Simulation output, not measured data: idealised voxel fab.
Process module under the name voxel wiring stack
Square cell edge 5 nm, section width 220 nm, ID cut.
Each cross-section below is a grid of square cells, stated as bands in top-down order, with one or more rows of cells making up each band. For a band, the entry starts with two heights in nm, that of the top and then that of the bottom, and carries on with the band's materials in order from left to right, each alongside its width in nm; the word "everywhere" beside a single material means it fills the band edge to edge, and "empty" means empty space. Ref level 0: as-received wafer is one material below here. Bottom band extends down with no lower bound ("from 0 down"). The notation "30..40" denotes a width that varies across the rows of cells in the band, beginning at the first number in the top row, finishing at the second number in the bottom row, and changing by an identical amount from each row to the next. A step reported as "no modification" is a step in which no cell of the cross-section changed. This entry, "Enclosed void entries", enumerates those empty regions of no fewer than 8 cells that possess no open connection to the top. Each region is reported in the form width x height at distance, the distance being taken from the left edge, with all three quantities expressed in nm. Post-settings text on a step line: simulator's own remark regarding the step. The setting "overlay nm" may be written on the line of a step. When the step uses a mask, the value reports how far to the right of the planned place the mask lay, and a negative value reports that it lay to the left.

## The planned process steps are enumerated hereunder
1,RECEIVE (material Si)
2,CONFORMAL_DEP (material SiO2; thk nm 15)
3,CONFORMAL_DEP (material SiN; thk nm 5)
4,DIRECTIONAL_DEP (material SiO2; thk nm 25)
5,DIRECTIONAL_DEP (material aC; thk nm 15)
6,PATTERN (tone open; mask id METAL_1; material resist; width nm 30; pitch nm 50; thk nm 35; overlay nm 0)
7,DIRECTIONAL_ETCH (etch materials aC; depth nm 15)
8,STRIP (etch materials resist)
9,DIRECTIONAL_ETCH (etch materials SiO2; depth nm 25)
10,DIRECTIONAL_ETCH (etch materials SiN; depth nm 5)
11,STRIP (etch materials aC)
12,CONFORMAL_DEP (material TiN; thk nm 5)
13,FILL_DEP (material W; thk nm 5)
14,CMP (height nm 45)
15,EPI (material Ru; thk nm 5)
16,FILL_DEP (material SiCN; thk nm 5)
17,DIRECTIONAL_DEP (material lowk; thk nm 35)
18,MASKED_ETCH (tone open; mask id METAL_2; width nm 30; pitch nm 50; etch materials lowk; depth nm 20; overlay nm 0)
19,MASKED_ETCH (tone open; mask id METAL_2_HOLES; width nm 15; pitch nm 50; etch materials lowk; depth nm 15; overlay nm 0)
20,MASKED_ETCH (tone open; mask id METAL_2_HOLES; width nm 15; pitch nm 50; etch materials SiCN; depth nm 5; overlay nm 0)
21,CONFORMAL_DEP (material TiN; thk nm 5)
22,FILL_DEP (material Cu; thk nm 10)
23,CMP (height nm 90)
24,CONFORMAL_DEP (material SiCN; thk nm 5)

## On the first of the two wafers: run conducted according to plan

## So this is the incoming wafer in cross-section - it's already been through step 1
* from 0 down | Si everywhere
* Enclosed void entries: none

## Once step 2 is through, the wafer looks like this in cross-section
* from 15 to 0 | SiO2 everywhere
* Everything under 0 stays put, no change at all.

## Once step 3 is through, the wafer looks like this in cross-section
* from 20 to 15 | SiN everywhere
* Everything under 15 stays put, no change at all.

## Once step 4 is through, the wafer looks like this in cross-section
* from 45 to 20 | SiO2 everywhere
* Everything under 20 stays put, no change at all.

## Once step 5 is through, the wafer looks like this in cross-section
* from 60 to 45 | aC everywhere
* Everything under 45 stays put, no change at all.

## Once step 6 is through, the wafer looks like this in cross-section
* from 95 to 60 | 20 resist / 30 empty / 20 resist / 30 empty / 20 resist / 30 empty / 20 resist / 30 empty / 20 resist
* Everything under 60 stays put, no change at all.

## Once step 7 is through, the wafer looks like this in cross-section
* from 80 to 60 | 20 resist / 30 empty / 20 resist / 30 empty / 20 resist / 30 empty / 20 resist / 30 empty / 20 resist
* from 60 to 45 | 20 aC / 30 empty / 20 aC / 30 empty / 20 aC / 30 empty / 20 aC / 30 empty / 20 aC
* Everything under 45 stays put, no change at all.

## Once step 8 is through, the wafer looks like this in cross-section
* from 60 to 45 | 20 aC / 30 empty / 20 aC / 30 empty / 20 aC / 30 empty / 20 aC / 30 empty / 20 aC
* Everything under 45 stays put, no change at all.

## Once step 9 is through, the wafer looks like this in cross-section
* from 60 to 45 | 20 aC / 30 empty / 20 aC / 30 empty / 20 aC / 30 empty / 20 aC / 30 empty / 20 aC
* from 45 to 20 | 20 SiO2 / 30 empty / 20 SiO2 / 30 empty / 20 SiO2 / 30 empty / 20 SiO2 / 30 empty / 20 SiO2
* Everything under 20 stays put, no change at all.

## Once step 10 is through, the wafer looks like this in cross-section
* from 60 to 45 | 20 aC / 30 empty / 20 aC / 30 empty / 20 aC / 30 empty / 20 aC / 30 empty / 20 aC
* from 45 to 20 | 20 SiO2 / 30 empty / 20 SiO2 / 30 empty / 20 SiO2 / 30 empty / 20 SiO2 / 30 empty / 20 SiO2
* from 20 to 15 | 20 SiN / 30 empty / 20 SiN / 30 empty / 20 SiN / 30 empty / 20 SiN / 30 empty / 20 SiN
* Everything under 15 stays put, no change at all.

## Once step 11 is through, the wafer looks like this in cross-section
* from 45 to 20 | 20 SiO2 / 30 empty / 20 SiO2 / 30 empty / 20 SiO2 / 30 empty / 20 SiO2 / 30 empty / 20 SiO2
* Everything under 20 stays put, no change at all.

## Once step 12 is through, the wafer looks like this in cross-section
* from 50 to 45 | 25 TiN / 20 empty / 30 TiN / 20 empty / 30 TiN / 20 empty / 30 TiN / 20 empty / 25 TiN
* from 45 to 20 | 20 SiO2 / 5 TiN / 20 empty / 5 TiN / 20 SiO2 / 5 TiN / 20 empty / 5 TiN / 20 SiO2 / 5 TiN / 20 empty / 5 TiN / 20 SiO2 / 5 TiN / 20 empty / 5 TiN / 20 SiO2
* from 20 to 15 | 20 SiN / 30 TiN / 20 SiN / 30 TiN / 20 SiN / 30 TiN / 20 SiN / 30 TiN / 20 SiN
* Everything under 15 stays put, no change at all.

## Once step 13 is through, the wafer looks like this in cross-section
* from 55 to 50 | W everywhere
* from 50 to 45 | 25 TiN / 20 W / 30 TiN / 20 W / 30 TiN / 20 W / 30 TiN / 20 W / 25 TiN
* from 45 to 20 | 20 SiO2 / 5 TiN / 20 W / 5 TiN / 20 SiO2 / 5 TiN / 20 W / 5 TiN / 20 SiO2 / 5 TiN / 20 W / 5 TiN / 20 SiO2 / 5 TiN / 20 W / 5 TiN / 20 SiO2
* Everything under 20 stays put, no change at all.

## Once step 14 is through, the wafer looks like this in cross-section
* from 45 to 20 | 20 SiO2 / 5 TiN / 20 W / 5 TiN / 20 SiO2 / 5 TiN / 20 W / 5 TiN / 20 SiO2 / 5 TiN / 20 W / 5 TiN / 20 SiO2 / 5 TiN / 20 W / 5 TiN / 20 SiO2
* Everything under 20 stays put, no change at all.

## Once step 15 is through, the wafer looks like this in cross-section
* from 50 to 45 | 15 empty / 40 Ru / 10 empty / 40 Ru / 10 empty / 40 Ru / 10 empty / 40 Ru / 15 empty
* Everything under 45 stays put, no change at all.

## Once step 16 is through, the wafer looks like this in cross-section
* from 55 to 50 | SiCN everywhere
* from 50 to 45 | 15 SiCN / 40 Ru / 10 SiCN / 40 Ru / 10 SiCN / 40 Ru / 10 SiCN / 40 Ru / 15 SiCN
* Everything under 45 stays put, no change at all.

## Once step 17 is through, the wafer looks like this in cross-section
* from 90 to 55 | lowk everywhere
* Everything under 55 stays put, no change at all.

## Once step 18 is through, the wafer looks like this in cross-section
* from 90 to 70 | 20 lowk / 30 empty / 20 lowk / 30 empty / 20 lowk / 30 empty / 20 lowk / 30 empty / 20 lowk
* Everything under 70 stays put, no change at all.

## Once step 19 is through, the wafer looks like this in cross-section
* from 90 to 70 | 20 lowk / 30 empty / 20 lowk / 30 empty / 20 lowk / 30 empty / 20 lowk / 30 empty / 20 lowk
* from 70 to 55 | 20 lowk / 15 empty / 35 lowk / 15 empty / 35 lowk / 15 empty / 35 lowk / 15 empty / 35 lowk
* Everything under 55 stays put, no change at all.

## Once step 20 is through, the wafer looks like this in cross-section
* from 90 to 70 | 20 lowk / 30 empty / 20 lowk / 30 empty / 20 lowk / 30 empty / 20 lowk / 30 empty / 20 lowk
* from 70 to 55 | 20 lowk / 15 empty / 35 lowk / 15 empty / 35 lowk / 15 empty / 35 lowk / 15 empty / 35 lowk
* from 55 to 50 | 20 SiCN / 15 empty / 35 SiCN / 15 empty / 35 SiCN / 15 empty / 35 SiCN / 15 empty / 35 SiCN
* Everything under 50 stays put, no change at all.

## Once step 21 is through, the wafer looks like this in cross-section
* from 95 to 90 | 25 TiN / 20 empty / 30 TiN / 20 empty / 30 TiN / 20 empty / 30 TiN / 20 empty / 25 TiN
* from 90 to 75 | 20 lowk / 5 TiN / 20 empty / 5 TiN / 20 lowk / 5 TiN / 20 empty / 5 TiN / 20 lowk / 5 TiN / 20 empty / 5 TiN / 20 lowk / 5 TiN / 20 empty / 5 TiN / 20 lowk
* from 75 to 70 | 20 lowk / 5 TiN / 5 empty / 20 TiN / 20 lowk / 5 TiN / 5 empty / 20 TiN / 20 lowk / 5 TiN / 5 empty / 20 TiN / 20 lowk / 5 TiN / 5 empty / 20 TiN / 20 lowk
* from 70 to 55 | 20 lowk / 5 TiN / 5 empty / 5 TiN / 35 lowk / 5 TiN / 5 empty / 5 TiN / 35 lowk / 5 TiN / 5 empty / 5 TiN / 35 lowk / 5 TiN / 5 empty / 5 TiN / 35 lowk
* from 55 to 50 | 20 SiCN / 15 TiN / 35 SiCN / 15 TiN / 35 SiCN / 15 TiN / 35 SiCN / 15 TiN / 35 SiCN
* Everything under 50 stays put, no change at all.

## Once step 22 is through, the wafer looks like this in cross-section
* from 105 to 95 | Cu everywhere
* from 95 to 90 | 25 TiN / 20 Cu / 30 TiN / 20 Cu / 30 TiN / 20 Cu / 30 TiN / 20 Cu / 25 TiN
* from 90 to 75 | 20 lowk / 5 TiN / 20 Cu / 5 TiN / 20 lowk / 5 TiN / 20 Cu / 5 TiN / 20 lowk / 5 TiN / 20 Cu / 5 TiN / 20 lowk / 5 TiN / 20 Cu / 5 TiN / 20 lowk
* from 75 to 70 | 20 lowk / 5 TiN / 5 Cu / 20 TiN / 20 lowk / 5 TiN / 5 Cu / 20 TiN / 20 lowk / 5 TiN / 5 Cu / 20 TiN / 20 lowk / 5 TiN / 5 Cu / 20 TiN / 20 lowk
* from 70 to 55 | 20 lowk / 5 TiN / 5 Cu / 5 TiN / 35 lowk / 5 TiN / 5 Cu / 5 TiN / 35 lowk / 5 TiN / 5 Cu / 5 TiN / 35 lowk / 5 TiN / 5 Cu / 5 TiN / 35 lowk
* Everything under 55 stays put, no change at all.

## Once step 23 is through, the wafer looks like this in cross-section
* from 90 to 75 | 20 lowk / 5 TiN / 20 Cu / 5 TiN / 20 lowk / 5 TiN / 20 Cu / 5 TiN / 20 lowk / 5 TiN / 20 Cu / 5 TiN / 20 lowk / 5 TiN / 20 Cu / 5 TiN / 20 lowk
* Everything under 75 stays put, no change at all.

## Once step 24 is through, the wafer looks like this in cross-section
* from 95 to 90 | SiCN everywhere
* Everything under 90 stays put, no change at all.

## Wafer two. Same start, same plan, one slip in execution. Same as wafer one through step 18, inclusive

## Second wafer, section view, time point: scheduled end of step 19
* from 90 to 75 | 15 lowk / 35 empty / 15 lowk / 35 empty / 15 lowk / 35 empty / 15 lowk / 35 empty / 20 lowk
* from 75 to 70 | 20 lowk / 30 empty / 20 lowk / 30 empty / 20 lowk / 30 empty / 20 lowk / 30 empty / 20 lowk
* from 70 to 55 | 20 lowk / 20 empty / 30 lowk / 20 empty / 30 lowk / 20 empty / 30 lowk / 20 empty / 30 lowk
* Everything under 55 stays put, no change at all.

## Second wafer, section view, time point: scheduled end of step 20
* from 90 to 75 | 15 lowk / 35 empty / 15 lowk / 35 empty / 15 lowk / 35 empty / 15 lowk / 35 empty / 20 lowk
* from 75 to 70 | 20 lowk / 30 empty / 20 lowk / 30 empty / 20 lowk / 30 empty / 20 lowk / 30 empty / 20 lowk
* from 70 to 55 | 20 lowk / 20 empty / 30 lowk / 20 empty / 30 lowk / 20 empty / 30 lowk / 20 empty / 30 lowk
* from 55 to 50 | 20 SiCN / 15 empty / 35 SiCN / 15 empty / 35 SiCN / 15 empty / 35 SiCN / 15 empty / 35 SiCN
* Everything under 50 stays put, no change at all.

## Second wafer, section view, time point: scheduled end of step 21
* from 95 to 90 | 20 TiN / 25 empty / 25 TiN / 25 empty / 25 TiN / 25 empty / 25 TiN / 25 empty / 25 TiN
* from 90 to 80 | 15 lowk / 5 TiN / 25 empty / 5 TiN / 15 lowk / 5 TiN / 25 empty / 5 TiN / 15 lowk / 5 TiN / 25 empty / 5 TiN / 15 lowk / 5 TiN / 25 empty / 5 TiN / 20 lowk
* from 80 to 70 | 15..20 lowk / 10..5 TiN / 20..10 empty / 5..15 TiN / 15..20 lowk / 10..5 TiN / 20..10 empty / 5..15 TiN / 15..20 lowk / 10..5 TiN / 20..10 empty / 5..15 TiN / 15..20 lowk / 10..5 TiN / 20..10 empty / 5..15 TiN / 20 lowk
* from 70 to 60 | 20 lowk / 5 TiN / 10 empty / 5 TiN / 30 lowk / 5 TiN / 10 empty / 5 TiN / 30 lowk / 5 TiN / 10 empty / 5 TiN / 30 lowk / 5 TiN / 10 empty / 5 TiN / 30 lowk
* from 60 to 55 | 20 lowk / 5 TiN / 5 empty / 10 TiN / 30 lowk / 5 TiN / 5 empty / 10 TiN / 30 lowk / 5 TiN / 5 empty / 10 TiN / 30 lowk / 5 TiN / 5 empty / 10 TiN / 30 lowk
* from 55 to 50 | 20 SiCN / 15 TiN / 35 SiCN / 15 TiN / 35 SiCN / 15 TiN / 35 SiCN / 15 TiN / 35 SiCN
* Everything under 50 stays put, no change at all.

## Second wafer, section view, time point: scheduled end of step 22
* from 105 to 95 | Cu everywhere
* from 95 to 90 | 20 TiN / 25 Cu / 25 TiN / 25 Cu / 25 TiN / 25 Cu / 25 TiN / 25 Cu / 25 TiN
* from 90 to 80 | 15 lowk / 5 TiN / 25 Cu / 5 TiN / 15 lowk / 5 TiN / 25 Cu / 5 TiN / 15 lowk / 5 TiN / 25 Cu / 5 TiN / 15 lowk / 5 TiN / 25 Cu / 5 TiN / 20 lowk
* from 80 to 70 | 15..20 lowk / 10..5 TiN / 20..10 Cu / 5..15 TiN / 15..20 lowk / 10..5 TiN / 20..10 Cu / 5..15 TiN / 15..20 lowk / 10..5 TiN / 20..10 Cu / 5..15 TiN / 15..20 lowk / 10..5 TiN / 20..10 Cu / 5..15 TiN / 20 lowk
* from 70 to 60 | 20 lowk / 5 TiN / 10 Cu / 5 TiN / 30 lowk / 5 TiN / 10 Cu / 5 TiN / 30 lowk / 5 TiN / 10 Cu / 5 TiN / 30 lowk / 5 TiN / 10 Cu / 5 TiN / 30 lowk
* from 60 to 55 | 20 lowk / 5 TiN / 5 Cu / 10 TiN / 30 lowk / 5 TiN / 5 Cu / 10 TiN / 30 lowk / 5 TiN / 5 Cu / 10 TiN / 30 lowk / 5 TiN / 5 Cu / 10 TiN / 30 lowk
* Everything under 55 stays put, no change at all.

## Second wafer, section view, time point: scheduled end of step 23
* from 90 to 80 | 15 lowk / 5 TiN / 25 Cu / 5 TiN / 15 lowk / 5 TiN / 25 Cu / 5 TiN / 15 lowk / 5 TiN / 25 Cu / 5 TiN / 15 lowk / 5 TiN / 25 Cu / 5 TiN / 20 lowk
* Everything under 80 stays put, no change at all.

## Second wafer, section view, time point: scheduled end of step 24
* from 95 to 90 | SiCN everywhere
* Everything under 90 stays put, no change at all.
What went wrong in running the wafer? planned and actual differ for step 19; actual: MASKED_ETCH (tone open; mask id METAL_2_HOLES; width nm 25; pitch nm 50; etch materials lowk; depth nm 15; overlay nm 0)
Final cells, second wafer relative to first, materials higher or lower: +20 Cu, +4 TiN, -24 lowk
